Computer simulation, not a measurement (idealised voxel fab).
Name of the process module below: voxel ribs on slabs
For reference, the cross-section in this document is cut, with width 285 nm and square cells of 5 nm.
A cross-section is a grid of square cells, given in bands from the top down. A band is one or more rows of cells. For a band, the entry starts with two heights in nm, that of the top and then that of the bottom, and carries on with the band's materials in order from left to right, each alongside its width in nm; the word "edge to edge" beside a single material means it fills the band edge to edge, and "empty" means empty space. It should be noted that heights are counted from 0, beneath which the wafer as supplied is of one material throughout, and that the lowest band possesses no lower boundary but continues downward, as written in "0 and below". Think of "30->40" as a width that walks from the first number to the second as you go down the band, top row to bottom row, taking equal-sized steps from row to row. "no alterations made" after a step means that no cell of the cross-section changed. Voids not open to the top, 8 cells minimum: see "Closed void catalog". Written width x height at distance; distance is from the left edge; nm. It should be noted that, on the line of a given step, the content following the step's settings is a remark produced by the simulator itself with respect to that step. "overlay nm", when on a step's line for a step with a mask, measures how far to the right of its planned place the mask lay; a negative measure means to the left. Read each pair as before and after one process step. The after cross-section shows only down to the lowest band that changed. The step between them and its settings are given below the pair. Pairs can come from different runs of this module on the same starting wafer. A pair continues from the pair above only where its "Ahead of processing" entry says so.

[Ahead of processing]
> 0 and below = Si edge to edge
> Closed void catalog: none

[Cross-Section Thereafter]
> 30 down to 0 = SiO2 edge to edge
> Anything lower than 0 is untouched.
> Closed void catalog: none
The structure shown above changes from one cross-section to the other through DIRECTIONAL_DEP with material SiO2, thk nm 30

Ahead of processing: It is represented by the cross-section appearing after the step of the pair directly above.

[Cross-Section Thereafter]
> 45 down to 30 = SiN edge to edge
> Anything lower than 30 is untouched.
> Closed void catalog: none
The structure shown above changes from one cross-section to the other through DIRECTIONAL_DEP with material SiN, thk nm 15

Ahead of processing: It is represented by the cross-section appearing after the step of the pair directly above.

[Cross-Section Thereafter]
> 65 down to 45 = 130 nm empty / 25 nm resist / 130 nm empty
> Anything lower than 45 is untouched.
> Closed void catalog: none
The structure shown above changes from one cross-section to the other through PATTERN with tone cover, mask id RIB, material resist, width nm 25, thk nm 20, overlay nm 0

Ahead of processing: It is represented by the cross-section appearing after the step of the pair directly above.

[Cross-Section Thereafter]
> 65 down to 45 = 130 nm empty / 25 nm resist / 130 nm empty
> 45 down to 40 = 130 nm empty / 25 nm SiN / 130 nm empty
> Anything lower than 40 is untouched.
> Closed void catalog: none
The structure shown above changes from one cross-section to the other through DIRECTIONAL_ETCH with etch materials SiN, depth nm 5

Ahead of processing: It is represented by the cross-section appearing after the step of the pair directly above.

[Cross-Section Thereafter]
> 45 down to 40 = 130 nm empty / 25 nm SiN / 130 nm empty
> Anything lower than 40 is untouched.
> Closed void catalog: none
The structure shown above changes from one cross-section to the other through STRIP with etch materials resist

Ahead of processing: It is represented by the cross-section appearing after the step of the pair directly above.

[Cross-Section Thereafter]
> 45 down to 40 = 130 nm empty / 25 nm SiN / 130 nm empty
> 40 down to 30 = 115 nm empty / 55 nm SiN / 115 nm empty
> Anything lower than 30 is untouched.
> Closed void catalog: none
The structure shown above changes from one cross-section to the other through MASKED_ETCH with tone cover, mask id SLAB, width nm 55, etch materials SiN, depth nm 10, overlay nm 0

Ahead of processing: It is represented by the cross-section appearing after the step of the pair directly above.

[Cross-Section Thereafter]
> 65 down to 45 = SiO2 edge to edge
> 45 down to 40 = 130 nm SiO2 / 25 nm SiN / 130 nm SiO2
> 40 down to 30 = 115 nm SiO2 / 55 nm SiN / 115 nm SiO2
> Anything lower than 30 is untouched.
> Closed void catalog: none
The structure shown above changes from one cross-section to the other through FILL_DEP with material SiO2, thk nm 20

Ahead of processing: It is represented by the cross-section appearing after the step of the pair directly above.

[Cross-Section Thereafter]
> 55 down to 45 = SiO2 edge to edge
> Anything lower than 45 is untouched.
> Closed void catalog: none
The structure shown above changes from one cross-section to the other through CMP with height nm 55

Ahead of processing: It is represented by the cross-section appearing after the step of the pair directly above.

[Cross-Section Thereafter]
> 65 down to 55 = W edge to edge
> Anything lower than 55 is untouched.
> Closed void catalog: none
The structure shown above changes from one cross-section to the other through DIRECTIONAL_DEP with material W, thk nm 10

Ahead of processing: It is represented by the cross-section appearing after the step of the pair directly above.

[Cross-Section Thereafter]
> 65 down to 55 = 125 nm empty / 35 nm W / 125 nm empty
> Anything lower than 55 is untouched.
> Closed void catalog: none
The structure shown above changes from one cross-section to the other through MASKED_ETCH with tone cover, mask id HEATER, width nm 35, etch materials W, depth nm 10, overlay nm 0

Ahead of processing: It is represented by the cross-section appearing after the step of the pair directly above.

[Cross-Section Thereafter]
> 70 down to 65 = 120 nm empty / 45 nm SiO2 / 120 nm empty
> 65 down to 60 = 120 nm empty / 5 nm SiO2 / 35 nm W / 5 nm SiO2 / 120 nm empty
> 60 down to 55 = 125 nm SiO2 / 35 nm W / 125 nm SiO2
> Anything lower than 55 is untouched.
> Closed void catalog: none
The structure shown above changes from one cross-section to the other through CONFORMAL_DEP with material SiO2, thk nm 5

[Ahead of processing]
> 45 down to 30 = SiN edge to edge
> 30 down to 0 = SiO2 edge to edge
> 0 and below = Si edge to edge
> Closed void catalog: none

[Cross-Section Thereafter]
> 60 down to 30 = SiN edge to edge
> Anything lower than 30 is untouched.
> Closed void catalog: none
The structure shown above changes from one cross-section to the other through DIRECTIONAL_DEP with material SiN, thk nm 15

Ahead of processing: It is represented by the cross-section appearing after the step of the pair directly above.

[Cross-Section Thereafter]
> 80 down to 60 = 130 nm empty / 25 nm resist / 130 nm empty
> Anything lower than 60 is untouched.
> Closed void catalog: none
The structure shown above changes from one cross-section to the other through PATTERN with tone cover, mask id RIB, material resist, width nm 25, thk nm 20, overlay nm 0

Ahead of processing: It is represented by the cross-section appearing after the step of the pair directly above.

[Cross-Section Thereafter]
> 80 down to 60 = 130 nm empty / 25 nm resist / 130 nm empty
> 60 down to 55 = 130 nm empty / 25 nm SiN / 130 nm empty
> Anything lower than 55 is untouched.
> Closed void catalog: none
The structure shown above changes from one cross-section to the other through DIRECTIONAL_ETCH with etch materials SiN, depth nm 5

Ahead of processing: It is represented by the cross-section appearing after the step of the pair directly above.

[Cross-Section Thereafter]
> 60 down to 55 = 130 nm empty / 25 nm SiN / 130 nm empty
> Anything lower than 55 is untouched.
> Closed void catalog: none
The structure shown above changes from one cross-section to the other through STRIP with etch materials resist

Ahead of processing: It is represented by the cross-section appearing after the step of the pair directly above.

[Cross-Section Thereafter]
> 60 down to 55 = 130 nm empty / 25 nm SiN / 130 nm empty
> 55 down to 45 = 115 nm empty / 55 nm SiN / 115 nm empty
> Anything lower than 45 is untouched.
> Closed void catalog: none
The structure shown above changes from one cross-section to the other through MASKED_ETCH with tone cover, mask id SLAB, width nm 55, etch materials SiN, depth nm 10, overlay nm 0

Ahead of processing: It is represented by the cross-section appearing after the step of the pair directly above.

[Cross-Section Thereafter]
> 80 down to 60 = SiO2 edge to edge
> 60 down to 55 = 130 nm SiO2 / 25 nm SiN / 130 nm SiO2
> 55 down to 45 = 115 nm SiO2 / 55 nm SiN / 115 nm SiO2
> Anything lower than 45 is untouched.
> Closed void catalog: none
The structure shown above changes from one cross-section to the other through FILL_DEP with material SiO2, thk nm 20

Ahead of processing: It is represented by the cross-section appearing after the step of the pair directly above.

[Cross-Section Thereafter]
> 55 down to 45 = 115 nm SiO2 / 55 nm SiN / 115 nm SiO2
> Anything lower than 45 is untouched.
> Closed void catalog: none
The structure shown above changes from one cross-section to the other through CMP with height nm 55

Ahead of processing: It is represented by the cross-section appearing after the step of the pair directly above.

[Cross-Section Thereafter]
> 65 down to 55 = W edge to edge
> Anything lower than 55 is untouched.
> Closed void catalog: none
The structure shown above changes from one cross-section to the other through DIRECTIONAL_DEP with material W, thk nm 10

Ahead of processing: It is represented by the cross-section appearing after the step of the pair directly above.

[Cross-Section Thereafter]
> 65 down to 55 = 125 nm empty / 35 nm W / 125 nm empty
> Anything lower than 55 is untouched.
> Closed void catalog: none
The structure shown above changes from one cross-section to the other through MASKED_ETCH with tone cover, mask id HEATER, width nm 35, etch materials W, depth nm 10, overlay nm 0

Ahead of processing: It is represented by the cross-section appearing after the step of the pair directly above.

[Cross-Section Thereafter]
> 70 down to 65 = 120 nm empty / 45 nm SiO2 / 120 nm empty
> 65 down to 60 = 120 nm empty / 5 nm SiO2 / 35 nm W / 5 nm SiO2 / 120 nm empty
> 60 down to 55 = 125 nm SiO2 / 35 nm W / 125 nm SiO2
> Anything lower than 55 is untouched.
> Closed void catalog: none
The structure shown above changes from one cross-section to the other through CONFORMAL_DEP with material SiO2, thk nm 5

[Ahead of processing]
> 30 down to 0 = SiO2 edge to edge
> 0 and below = Si edge to edge
> Closed void catalog: none

[Cross-Section Thereafter]
> 50 down to 30 = 130 nm empty / 25 nm resist / 130 nm empty
> Anything lower than 30 is untouched.
> Closed void catalog: none
The structure shown above changes from one cross-section to the other through PATTERN with tone cover, mask id RIB, material resist, width nm 25, thk nm 20, overlay nm 0

Ahead of processing: It is represented by the cross-section appearing after the step of the pair directly above.

[Cross-Section Thereafter]
> 65 down to 50 = 130 nm empty / 25 nm SiN / 130 nm empty
> 50 down to 45 = 130 nm empty / 25 nm resist / 130 nm empty
> 45 down to 30 = 130 nm SiN / 25 nm resist / 130 nm SiN
> Anything lower than 30 is untouched.
> Closed void catalog: none
The structure shown above changes from one cross-section to the other through DIRECTIONAL_DEP with material SiN, thk nm 15

Ahead of processing: It is represented by the cross-section appearing after the step of the pair directly above.

[Cross-Section Thereafter]
> 60 down to 50 = 130 nm empty / 25 nm SiN / 130 nm empty
> 50 down to 40 = 130 nm empty / 25 nm resist / 130 nm empty
> Anything lower than 40 is untouched.
> Closed void catalog: none
The structure shown above changes from one cross-section to the other through DIRECTIONAL_ETCH with etch materials SiN, depth nm 5

Ahead of processing: It is represented by the cross-section appearing after the step of the pair directly above.

[Cross-Section Thereafter]
> 40 down to 30 = 130 nm SiN / 25 nm empty / 130 nm SiN
> Anything lower than 30 is untouched.
> Closed void catalog: none
The structure shown above changes from one cross-section to the other through STRIP with etch materials resist

Ahead of processing: It is represented by the cross-section appearing after the step of the pair directly above.

[Cross-Section Thereafter]
> 40 down to 30 = 115 nm empty / 15 nm SiN / 25 nm empty / 15 nm SiN / 115 nm empty
> Anything lower than 30 is untouched.
> Closed void catalog: none
The structure shown above changes from one cross-section to the other through MASKED_ETCH with tone cover, mask id SLAB, width nm 55, etch materials SiN, depth nm 10, overlay nm 0

Ahead of processing: It is represented by the cross-section appearing after the step of the pair directly above.

[Cross-Section Thereafter]
> 60 down to 40 = SiO2 edge to edge
> 40 down to 30 = 115 nm SiO2 / 15 nm SiN / 25 nm SiO2 / 15 nm SiN / 115 nm SiO2
> Anything lower than 30 is untouched.
> Closed void catalog: none
The structure shown above changes from one cross-section to the other through FILL_DEP with material SiO2, thk nm 20

Ahead of processing: It is represented by the cross-section appearing after the step of the pair directly above.

[Cross-Section Thereafter]
> 55 down to 40 = SiO2 edge to edge
> Anything lower than 40 is untouched.
> Closed void catalog: none
The structure shown above changes from one cross-section to the other through CMP with height nm 55

Ahead of processing: It is represented by the cross-section appearing after the step of the pair directly above.

[Cross-Section Thereafter]
> 65 down to 55 = W edge to edge
> Anything lower than 55 is untouched.
> Closed void catalog: none
The structure shown above changes from one cross-section to the other through DIRECTIONAL_DEP with material W, thk nm 10

Ahead of processing: It is represented by the cross-section appearing after the step of the pair directly above.

[Cross-Section Thereafter]
> 65 down to 55 = 125 nm empty / 35 nm W / 125 nm empty
> Anything lower than 55 is untouched.
> Closed void catalog: none
The structure shown above changes from one cross-section to the other through MASKED_ETCH with tone cover, mask id HEATER, width nm 35, etch materials W, depth nm 10, overlay nm 0

Ahead of processing: It is represented by the cross-section appearing after the step of the pair directly above.

[Cross-Section Thereafter]
> 70 down to 65 = 120 nm empty / 45 nm SiO2 / 120 nm empty
> 65 down to 60 = 120 nm empty / 5 nm SiO2 / 35 nm W / 5 nm SiO2 / 120 nm empty
> 60 down to 55 = 125 nm SiO2 / 35 nm W / 125 nm SiO2
> Anything lower than 55 is untouched.
> Closed void catalog: none
The structure shown above changes from one cross-section to the other through CONFORMAL_DEP with material SiO2, thk nm 5

[Ahead of processing]
> 0 and below = Si edge to edge
> Closed void catalog: none

[Cross-Section Thereafter]
> 25 down to 0 = SiO2 edge to edge
> Anything lower than 0 is untouched.
> Closed void catalog: none
The structure shown above changes from one cross-section to the other through DIRECTIONAL_DEP with material SiO2, thk nm 25

Ahead of processing: It is represented by the cross-section appearing after the step of the pair directly above.

[Cross-Section Thereafter]
> 40 down to 25 = SiN edge to edge
> Anything lower than 25 is untouched.
> Closed void catalog: none
The structure shown above changes from one cross-section to the other through DIRECTIONAL_DEP with material SiN, thk nm 15

Ahead of processing: It is represented by the cross-section appearing after the step of the pair directly above.

[Cross-Section Thereafter]
> 60 down to 40 = 130 nm empty / 25 nm resist / 130 nm empty
> Anything lower than 40 is untouched.
> Closed void catalog: none
The structure shown above changes from one cross-section to the other through PATTERN with tone cover, mask id RIB, material resist, width nm 25, thk nm 20, overlay nm 0

Ahead of processing: It is represented by the cross-section appearing after the step of the pair directly above.

[Cross-Section Thereafter]
> 60 down to 40 = 130 nm empty / 25 nm resist / 130 nm empty
> 40 down to 35 = 130 nm empty / 25 nm SiN / 130 nm empty
> Anything lower than 35 is untouched.
> Closed void catalog: none
The structure shown above changes from one cross-section to the other through DIRECTIONAL_ETCH with etch materials SiN, depth nm 5

Ahead of processing: It is represented by the cross-section appearing after the step of the pair directly above.

[Cross-Section Thereafter]
> 40 down to 35 = 130 nm empty / 25 nm SiN / 130 nm empty
> Anything lower than 35 is untouched.
> Closed void catalog: none
The structure shown above changes from one cross-section to the other through STRIP with etch materials resist

Ahead of processing: It is represented by the cross-section appearing after the step of the pair directly above.

[Cross-Section Thereafter]
> 40 down to 35 = 130 nm empty / 25 nm SiN / 130 nm empty
> 35 down to 25 = 115 nm empty / 55 nm SiN / 115 nm empty
> Anything lower than 25 is untouched.
> Closed void catalog: none
The structure shown above changes from one cross-section to the other through MASKED_ETCH with tone cover, mask id SLAB, width nm 55, etch materials SiN, depth nm 10, overlay nm 0

Ahead of processing: It is represented by the cross-section appearing after the step of the pair directly above.

[Cross-Section Thereafter]
> 60 down to 40 = SiO2 edge to edge
> 40 down to 35 = 130 nm SiO2 / 25 nm SiN / 130 nm SiO2
> 35 down to 25 = 115 nm SiO2 / 55 nm SiN / 115 nm SiO2
> Anything lower than 25 is untouched.
> Closed void catalog: none
The structure shown above changes from one cross-section to the other through FILL_DEP with material SiO2, thk nm 20

Ahead of processing: It is represented by the cross-section appearing after the step of the pair directly above.

[Cross-Section Thereafter]
> 55 down to 40 = SiO2 edge to edge
> Anything lower than 40 is untouched.
> Closed void catalog: none
The structure shown above changes from one cross-section to the other through CMP with height nm 55

Ahead of processing: It is represented by the cross-section appearing after the step of the pair directly above.

[Cross-Section Thereafter]
> 65 down to 55 = W edge to edge
> Anything lower than 55 is untouched.
> Closed void catalog: none
The structure shown above changes from one cross-section to the other through DIRECTIONAL_DEP with material W, thk nm 10

Ahead of processing: It is represented by the cross-section appearing after the step of the pair directly above.

[Cross-Section Thereafter]
> 65 down to 55 = 125 nm empty / 35 nm W / 125 nm empty
> Anything lower than 55 is untouched.
> Closed void catalog: none
The structure shown above changes from one cross-section to the other through MASKED_ETCH with tone cover, mask id HEATER, width nm 35, etch materials W, depth nm 10, overlay nm 0

Ahead of processing: It is represented by the cross-section appearing after the step of the pair directly above.

[Cross-Section Thereafter]
> 70 down to 65 = 120 nm empty / 45 nm SiO2 / 120 nm empty
> 65 down to 60 = 120 nm empty / 5 nm SiO2 / 35 nm W / 5 nm SiO2 / 120 nm empty
> 60 down to 55 = 125 nm SiO2 / 35 nm W / 125 nm SiO2
> Anything lower than 55 is untouched.
> Closed void catalog: none
The structure shown above changes from one cross-section to the other through CONFORMAL_DEP with material SiO2, thk nm 5

[Ahead of processing]
> 45 down to 30 = SiN edge to edge
> 30 down to 0 = SiO2 edge to edge
> 0 and below = Si edge to edge
> Closed void catalog: none

[Cross-Section Thereafter]
> 65 down to 45 = 135 nm empty / 15 nm resist / 135 nm empty
> Anything lower than 45 is untouched.
> Closed void catalog: none
The structure shown above changes from one cross-section to the other through PATTERN with tone cover, mask id RIB, material resist, width nm 15, thk nm 20, overlay nm 0

Ahead of processing: It is represented by the cross-section appearing after the step of the pair directly above.

[Cross-Section Thereafter]
> 65 down to 45 = 135 nm empty / 15 nm resist / 135 nm empty
> 45 down to 40 = 135 nm empty / 15 nm SiN / 135 nm empty
> Anything lower than 40 is untouched.
> Closed void catalog: none
The structure shown above changes from one cross-section to the other through DIRECTIONAL_ETCH with etch materials SiN, depth nm 5

Ahead of processing: It is represented by the cross-section appearing after the step of the pair directly above.

[Cross-Section Thereafter]
> 45 down to 40 = 135 nm empty / 15 nm SiN / 135 nm empty
> Anything lower than 40 is untouched.
> Closed void catalog: none
The structure shown above changes from one cross-section to the other through STRIP with etch materials resist

Ahead of processing: It is represented by the cross-section appearing after the step of the pair directly above.

[Cross-Section Thereafter]
> 45 down to 40 = 135 nm empty / 15 nm SiN / 135 nm empty
> 40 down to 30 = 115 nm empty / 55 nm SiN / 115 nm empty
> Anything lower than 30 is untouched.
> Closed void catalog: none
The structure shown above changes from one cross-section to the other through MASKED_ETCH with tone cover, mask id SLAB, width nm 55, etch materials SiN, depth nm 10, overlay nm 0

Ahead of processing: It is represented by the cross-section appearing after the step of the pair directly above.

[Cross-Section Thereafter]
> 65 down to 45 = SiO2 edge to edge
> 45 down to 40 = 135 nm SiO2 / 15 nm SiN / 135 nm SiO2
> 40 down to 30 = 115 nm SiO2 / 55 nm SiN / 115 nm SiO2
> Anything lower than 30 is untouched.
> Closed void catalog: none
The structure shown above changes from one cross-section to the other through FILL_DEP with material SiO2, thk nm 20

Ahead of processing: It is represented by the cross-section appearing after the step of the pair directly above.

[Cross-Section Thereafter]
> 55 down to 45 = SiO2 edge to edge
> Anything lower than 45 is untouched.
> Closed void catalog: none
The structure shown above changes from one cross-section to the other through CMP with height nm 55

Ahead of processing: It is represented by the cross-section appearing after the step of the pair directly above.

[Cross-Section Thereafter]
> 65 down to 55 = W edge to edge
> Anything lower than 55 is untouched.
> Closed void catalog: none
The structure shown above changes from one cross-section to the other through DIRECTIONAL_DEP with material W, thk nm 10

Ahead of processing: It is represented by the cross-section appearing after the step of the pair directly above.

[Cross-Section Thereafter]
> 65 down to 55 = 125 nm empty / 35 nm W / 125 nm empty
> Anything lower than 55 is untouched.
> Closed void catalog: none
The structure shown above changes from one cross-section to the other through MASKED_ETCH with tone cover, mask id HEATER, width nm 35, etch materials W, depth nm 10, overlay nm 0

Ahead of processing: It is represented by the cross-section appearing after the step of the pair directly above.

[Cross-Section Thereafter]
> 70 down to 65 = 120 nm empty / 45 nm SiO2 / 120 nm empty
> 65 down to 60 = 120 nm empty / 5 nm SiO2 / 35 nm W / 5 nm SiO2 / 120 nm empty
> 60 down to 55 = 125 nm SiO2 / 35 nm W / 125 nm SiO2
> Anything lower than 55 is untouched.
> Closed void catalog: none
The structure shown above changes from one cross-section to the other through CONFORMAL_DEP with material SiO2, thk nm 5

[Ahead of processing]
> 65 down to 55 = W edge to edge
> 55 down to 45 = SiO2 edge to edge
> 45 down to 40 = 130 nm SiO2 / 25 nm SiN / 130 nm SiO2
> 40 down to 30 = 115 nm SiO2 / 55 nm SiN / 115 nm SiO2
> 30 down to 0 = SiO2 edge to edge
> 0 and below = Si edge to edge
> Closed void catalog: none

[Cross-Section Thereafter]
> 65 down to 55 = 135 nm empty / 35 nm W / 115 nm empty
> Anything lower than 55 is untouched.
> Closed void catalog: none
The structure shown above changes from one cross-section to the other through MASKED_ETCH with tone cover, mask id HEATER, width nm 35, etch materials W, depth nm 10, overlay nm 10

Ahead of processing: It is represented by the cross-section appearing after the step of the pair directly above.

[Cross-Section Thereafter]
> 70 down to 65 = 130 nm empty / 45 nm SiO2 / 110 nm empty
> 65 down to 60 = 130 nm empty / 5 nm SiO2 / 35 nm W / 5 nm SiO2 / 110 nm empty
> 60 down to 55 = 135 nm SiO2 / 35 nm W / 115 nm SiO2
> Anything lower than 55 is untouched.
> Closed void catalog: none
The structure shown above changes from one cross-section to the other through CONFORMAL_DEP with material SiO2, thk nm 5

[Ahead of processing]
> 0 and below = Si edge to edge
> Closed void catalog: none

[Cross-Section Thereafter]
> 30 down to 0 = SiN edge to edge
> Anything lower than 0 is untouched.
> Closed void catalog: none
The structure shown above changes from one cross-section to the other through DIRECTIONAL_DEP with material SiN, thk nm 30

Ahead of processing: It is represented by the cross-section appearing after the step of the pair directly above.

[Cross-Section Thereafter]
> 45 down to 0 = SiN edge to edge
> Anything lower than 0 is untouched.
> Closed void catalog: none
The structure shown above changes from one cross-section to the other through DIRECTIONAL_DEP with material SiN, thk nm 15

Ahead of processing: It is represented by the cross-section appearing after the step of the pair directly above.

[Cross-Section Thereafter]
> 65 down to 45 = 130 nm empty / 25 nm resist / 130 nm empty
> Anything lower than 45 is untouched.
> Closed void catalog: none
The structure shown above changes from one cross-section to the other through PATTERN with tone cover, mask id RIB, material resist, width nm 25, thk nm 20, overlay nm 0

Ahead of processing: It is represented by the cross-section appearing after the step of the pair directly above.

[Cross-Section Thereafter]
> 65 down to 45 = 130 nm empty / 25 nm resist / 130 nm empty
> 45 down to 40 = 130 nm empty / 25 nm SiN / 130 nm empty
> Anything lower than 40 is untouched.
> Closed void catalog: none
The structure shown above changes from one cross-section to the other through DIRECTIONAL_ETCH with etch materials SiN, depth nm 5

Ahead of processing: It is represented by the cross-section appearing after the step of the pair directly above.

[Cross-Section Thereafter]
> 45 down to 40 = 130 nm empty / 25 nm SiN / 130 nm empty
> Anything lower than 40 is untouched.
> Closed void catalog: none
The structure shown above changes from one cross-section to the other through STRIP with etch materials resist

Ahead of processing: It is represented by the cross-section appearing after the step of the pair directly above.

[Cross-Section Thereafter]
> 45 down to 40 = 130 nm empty / 25 nm SiN / 130 nm empty
> 40 down to 30 = 115 nm empty / 55 nm SiN / 115 nm empty
> Anything lower than 30 is untouched.
> Closed void catalog: none
The structure shown above changes from one cross-section to the other through MASKED_ETCH with tone cover, mask id SLAB, width nm 55, etch materials SiN, depth nm 10, overlay nm 0

Ahead of processing: It is represented by the cross-section appearing after the step of the pair directly above.

[Cross-Section Thereafter]
> 65 down to 45 = SiO2 edge to edge
> 45 down to 40 = 130 nm SiO2 / 25 nm SiN / 130 nm SiO2
> 40 down to 30 = 115 nm SiO2 / 55 nm SiN / 115 nm SiO2
> Anything lower than 30 is untouched.
> Closed void catalog: none
The structure shown above changes from one cross-section to the other through FILL_DEP with material SiO2, thk nm 20

Ahead of processing: It is represented by the cross-section appearing after the step of the pair directly above.

[Cross-Section Thereafter]
> 55 down to 45 = SiO2 edge to edge
> Anything lower than 45 is untouched.
> Closed void catalog: none
The structure shown above changes from one cross-section to the other through CMP with height nm 55

Ahead of processing: It is represented by the cross-section appearing after the step of the pair directly above.

[Cross-Section Thereafter]
> 65 down to 55 = W edge to edge
> Anything lower than 55 is untouched.
> Closed void catalog: none
The structure shown above changes from one cross-section to the other through DIRECTIONAL_DEP with material W, thk nm 10

Ahead of processing: It is represented by the cross-section appearing after the step of the pair directly above.

[Cross-Section Thereafter]
> 65 down to 55 = 125 nm empty / 35 nm W / 125 nm empty
> Anything lower than 55 is untouched.
> Closed void catalog: none
The structure shown above changes from one cross-section to the other through MASKED_ETCH with tone cover, mask id HEATER, width nm 35, etch materials W, depth nm 10, overlay nm 0

Ahead of processing: It is represented by the cross-section appearing after the step of the pair directly above.

[Cross-Section Thereafter]
> 70 down to 65 = 120 nm empty / 45 nm SiO2 / 120 nm empty
> 65 down to 60 = 120 nm empty / 5 nm SiO2 / 35 nm W / 5 nm SiO2 / 120 nm empty
> 60 down to 55 = 125 nm SiO2 / 35 nm W / 125 nm SiO2
> Anything lower than 55 is untouched.
> Closed void catalog: none
The structure shown above changes from one cross-section to the other through CONFORMAL_DEP with material SiO2, thk nm 5

[Ahead of processing]
> 45 down to 30 = SiN edge to edge
> 30 down to 0 = SiO2 edge to edge
> 0 and below = Si edge to edge
> Closed void catalog: none

[Cross-Section Thereafter]
> 65 down to 45 = 130 nm resist / 25 nm empty / 130 nm resist
> Anything lower than 45 is untouched.
> Closed void catalog: none
The structure shown above changes from one cross-section to the other through PATTERN with tone open, mask id RIB, material resist, width nm 25, thk nm 20, overlay nm 0

Ahead of processing: It is represented by the cross-section appearing after the step of the pair directly above.

[Cross-Section Thereafter]
> 65 down to 45 = 130 nm resist / 25 nm empty / 130 nm resist
> 45 down to 40 = 130 nm SiN / 25 nm empty / 130 nm SiN
> Anything lower than 40 is untouched.
> Closed void catalog: none
The structure shown above changes from one cross-section to the other through DIRECTIONAL_ETCH with etch materials SiN, depth nm 5

Ahead of processing: It is represented by the cross-section appearing after the step of the pair directly above.

[Cross-Section Thereafter]
> 45 down to 40 = 130 nm SiN / 25 nm empty / 130 nm SiN
> Anything lower than 40 is untouched.
> Closed void catalog: none
The structure shown above changes from one cross-section to the other through STRIP with etch materials resist

Ahead of processing: It is represented by the cross-section appearing after the step of the pair directly above.

[Cross-Section Thereafter]
> 45 down to 40 = 115 nm empty / 15 nm SiN / 25 nm empty / 15 nm SiN / 115 nm empty
> 40 down to 35 = 115 nm empty / 55 nm SiN / 115 nm empty
> Anything lower than 35 is untouched.
> Closed void catalog: none
The structure shown above changes from one cross-section to the other through MASKED_ETCH with tone cover, mask id SLAB, width nm 55, etch materials SiN, depth nm 10, overlay nm 0

Ahead of processing: It is represented by the cross-section appearing after the step of the pair directly above.

[Cross-Section Thereafter]
> 65 down to 45 = SiO2 edge to edge
> 45 down to 40 = 115 nm SiO2 / 15 nm SiN / 25 nm SiO2 / 15 nm SiN / 115 nm SiO2
> 40 down to 35 = 115 nm SiO2 / 55 nm SiN / 115 nm SiO2
> Anything lower than 35 is untouched.
> Closed void catalog: none
The structure shown above changes from one cross-section to the other through FILL_DEP with material SiO2, thk nm 20

Ahead of processing: It is represented by the cross-section appearing after the step of the pair directly above.

[Cross-Section Thereafter]
> 55 down to 45 = SiO2 edge to edge
> Anything lower than 45 is untouched.
> Closed void catalog: none
The structure shown above changes from one cross-section to the other through CMP with height nm 55

Ahead of processing: It is represented by the cross-section appearing after the step of the pair directly above.

[Cross-Section Thereafter]
> 65 down to 55 = W edge to edge
> Anything lower than 55 is untouched.
> Closed void catalog: none
The structure shown above changes from one cross-section to the other through DIRECTIONAL_DEP with material W, thk nm 10

Ahead of processing: It is represented by the cross-section appearing after the step of the pair directly above.

[Cross-Section Thereafter]
> 65 down to 55 = 125 nm empty / 35 nm W / 125 nm empty
> Anything lower than 55 is untouched.
> Closed void catalog: none
The structure shown above changes from one cross-section to the other through MASKED_ETCH with tone cover, mask id HEATER, width nm 35, etch materials W, depth nm 10, overlay nm 0

Ahead of processing: It is represented by the cross-section appearing after the step of the pair directly above.

[Cross-Section Thereafter]
> 70 down to 65 = 120 nm empty / 45 nm SiO2 / 120 nm empty
> 65 down to 60 = 120 nm empty / 5 nm SiO2 / 35 nm W / 5 nm SiO2 / 120 nm empty
> 60 down to 55 = 125 nm SiO2 / 35 nm W / 125 nm SiO2
> Anything lower than 55 is untouched.
> Closed void catalog: none
The structure shown above changes from one cross-section to the other through CONFORMAL_DEP with material SiO2, thk nm 5
